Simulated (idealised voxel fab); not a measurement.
The following process module bears the name voxel trench capacitor.
Section cut is 285 nm wide and gridded with 5 nm square cells.
When this document writes out a cross-section, it uses a grid of square cells and lists it as bands, beginning at the top and moving down, with a band standing for one or more rows of cells. Basically the band line says how high the top is and how high the bottom is, in nm, and then what's in it from left to right, every material with its width in nm. Empty space shows up as "blank", and if a single material carries "everywhere" it runs the full band edge to edge. Height 0 is the level under which the wafer as received is all one material. The lowest band goes on downwards, as in "from 0 down". Per-row width for "30->40": begins at first number (top row of band), ends at second number (bottom row), increment between rows held constant. It should be understood that the words "no change occurred", when stated for a given step, signify that the cross-section underwent no change in any of its cells during that step. Under "Sealed void inventory" you'll find the enclosed gaps, the ones with no way out to the top, that are 8 cells or bigger; each reads width x height at distance, with distance counted from the left edge, everything in nm. Where a step's line continues beyond its settings, the continuation is a remark by the simulator itself on that step. "overlay nm" answers the question of how far to the right of plan the mask lay on a step that has a mask, and when it is negative the answer is to the left.
### So here's the lineup of process steps we planned
| 1 | RECEIVE: material Si |
| 2 | CONFORMAL_DEP: material SiN, thk nm 5 |
| 3 | DIRECTIONAL_DEP: material aC, thk nm 10 |
| 4 | PATTERN: tone open, mask id TRENCH, material resist, width nm 25, pitch nm 40, thk nm 30, overlay nm 0 |
| 5 | DIRECTIONAL_ETCH: etch materials aC, depth nm 10 |
| 6 | STRIP: etch materials resist |
| 7 | DIRECTIONAL_ETCH: etch materials SiN, depth nm 5 |
| 8 | DIRECTIONAL_ETCH: etch materials Si, depth nm 40 |
| 9 | STRIP: etch materials aC |
| 10 | CONFORMAL_DEP: material Al2O3, thk nm 5 |
| 11 | CONFORMAL_DEP: material TiN, thk nm 5 |
| 12 | FILL_DEP: material W, thk nm 10 |
| 13 | CMP: height nm 5 |
### Delivered wafer in cross-section: state after step 1
  from 0 down | Si everywhere
  Sealed void inventory: none
### a wafer at the end: this start, this plan, one mistake
  from 5 to 0 | SiN: 100  Al2O3: 5  TiN: 5  W: 5  TiN: 5  Al2O3: 5  SiN: 15  Al2O3: 5  TiN: 5  W: 5  TiN: 5  Al2O3: 5  SiN: 120
  from 0 to -30 | Si: 100  Al2O3: 5  TiN: 5  W: 5  TiN: 5  Al2O3: 5  Si: 15  Al2O3: 5  TiN: 5  W: 5  TiN: 5  Al2O3: 5  Si: 120
  from -30 to -35 | Si: 100  Al2O3: 5  TiN: 15  Al2O3: 5  Si: 15  Al2O3: 5  TiN: 15  Al2O3: 5  Si: 120
  from -35 to -40 | Si: 100  Al2O3: 25  Si: 15  Al2O3: 25  Si: 120
  from -40 down | Si everywhere
  Sealed void inventory: none
Error vs. plan: off-plan run, step 4, actual operation and settings PATTERN: tone open, mask id TRENCH, material resist, width nm 25, pitch nm 40, thk nm 30, overlay nm -10
